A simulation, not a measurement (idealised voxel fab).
You're looking at the process module voxel double patterning.
Pictured: cross-section cut, 200 nm wide, on a grid of 5 nm square cells.
Cross-section, as written here: a square-cell grid given band by band from the top down, where a band holds one or more rows of cells.
For a band, the entry starts with two heights in nm, that of the top and then that of the bottom, and carries on with the band's materials in order from left to right, each alongside its width in nm; the word "everywhere" beside a single material means it fills the band edge to edge, and "air" means empty space.
For the purposes of this specification, 0 denotes the height below which the wafer in its as-received condition is composed wholly of one material, and the lowermost band, lacking a lower limit, extends downward without end, as expressed in "top 0, no bottom".
With a width like "30 to 40", each row of cells in the band differs from the next by the same amount, the top row carrying the first number and the bottom row the second.
What does "no modification" mean for a step? It means no cell of the cross-section changed in that step.
Under "Encapsulated voids" you'll find the enclosed gaps, the ones with no way out to the top, that are 8 cells or bigger; each reads width x height at distance, with distance counted from the left edge, everything in nm.
Note: text after step settings on the step line = simulator remark on that step.
overlay nm: where the mask lay relative to plan, measured to the right, on steps with a mask; negatives go left.
List of planned process steps:
1: RECEIVE with material Si
2: CONFORMAL_DEP with material SiO2, thk nm 10
3: DIRECTIONAL_DEP with material TiN, thk nm 20
4: DIRECTIONAL_DEP with material SiN, thk nm 5
5: MASKED_ETCH with tone open, mask id FIRST, width nm 15, pitch nm 50, etch materials SiN, depth nm 5, overlay nm 0
6: DIRECTIONAL_DEP with material aC, thk nm 15
7: PATTERN with tone open, mask id SECOND, material resist, width nm 15, thk nm 35, overlay nm 0
8: DIRECTIONAL_ETCH with etch materials aC, depth nm 15
9: STRIP with etch materials resist
10: DIRECTIONAL_ETCH with etch materials SiN, depth nm 5
11: STRIP with etch materials aC
12: DIRECTIONAL_ETCH with etch materials TiN, depth nm 20
13: STRIP with etch materials SiN
Incoming wafer, cross-sectional view, post step 1:
top 0, no bottom: Si everywhere
Encapsulated voids: none
The module was run from the start shown above using the plan shown above, but one mistake was made doing it; the resulting wafer cross-section is below:
top 30, bottom 10: TiN: 55 / air: 15 / TiN: 20 / air: 30 / TiN: 80
top 10, bottom 0: SiO2 everywhere
top 0, no bottom: Si everywhere
Encapsulated voids: none
Here's what went sideways: step 5, actual vs plan mismatch, actual run MASKED_ETCH with tone open, mask id FIRST, width nm 15, pitch nm 50, etch materials SiN, depth nm 5, overlay nm -10
